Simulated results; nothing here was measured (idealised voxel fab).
Title: Process Module voxel released beams
In the cross-section labelled cut, the width is 145 nm and each square cell is 5 nm.
Throughout this document, each cross-section is represented as a grid of square cells and is presented as a sequence of bands enumerated from the top downward, where a band comprises one or more rows of cells.
Quick guide to a band line: top height, bottom height (nm) up front; then every material left to right with its width in nm. Only one material and it's marked "full width"? Then it fills the band edge to edge. And "blank" just means empty space.
Heights are measured from 0, the level below which the as-received wafer is all one material; the lowest band has no bottom and continues downward, written as in "0 nm and below".
Width spec "30..40" -> top row of cells at first value, bottom row at second value, equal per-row change in between.
"no change occurred" after a step means that no cell of the cross-section changed.
Entry "Sealed void list" = empty spaces >= 8 cells with no open way to the top; each as width x height at distance, distance from left edge, all nm.
Whatever follows a step's settings on its line is a remark the simulator itself makes about that step.
"overlay nm" answers the question of how far to the right of plan the mask lay on a step that has a mask, and when it is negative the answer is to the left.
Intended process steps:
1,RECEIVE | material Si
2,CONFORMAL_DEP | material Al2O3 | thk nm 10
3,DIRECTIONAL_DEP | material SiO2 | thk nm 10
4,MASKED_ETCH | tone open | mask id ANCHOR | width nm 40 | etch materials SiO2 | depth nm 10 | overlay nm 0
5,CONFORMAL_DEP | material SiN | thk nm 15
6,MASKED_ETCH | tone cover | mask id BEAM | width nm 85 | etch materials SiN | depth nm 15 | overlay nm 0
7,STRIP | etch materials SiO2
As-received state of the wafer in cross-section, equivalent to post-step 1:
- 0 nm and below = Si full width
- Sealed void list: none
Final cross-section, module run with one mistake (start and plan as above):
- 35 nm to 25 nm = 30 blank  15 SiN  10 blank  55 SiN  35 blank
- 25 nm to 20 nm = 30 blank  80 SiN  35 blank
- 20 nm to 10 nm = 30 blank  40 SiN  75 blank
- 10 nm to 0 nm = Al2O3 full width
- 0 nm and below = Si full width
- Sealed void list: none
Run error: step 6 was processed under conditions differing from the plan, specifically as MASKED_ETCH | tone cover | mask id BEAM | width nm 80 | etch materials SiN | depth nm 15 | overlay nm 0
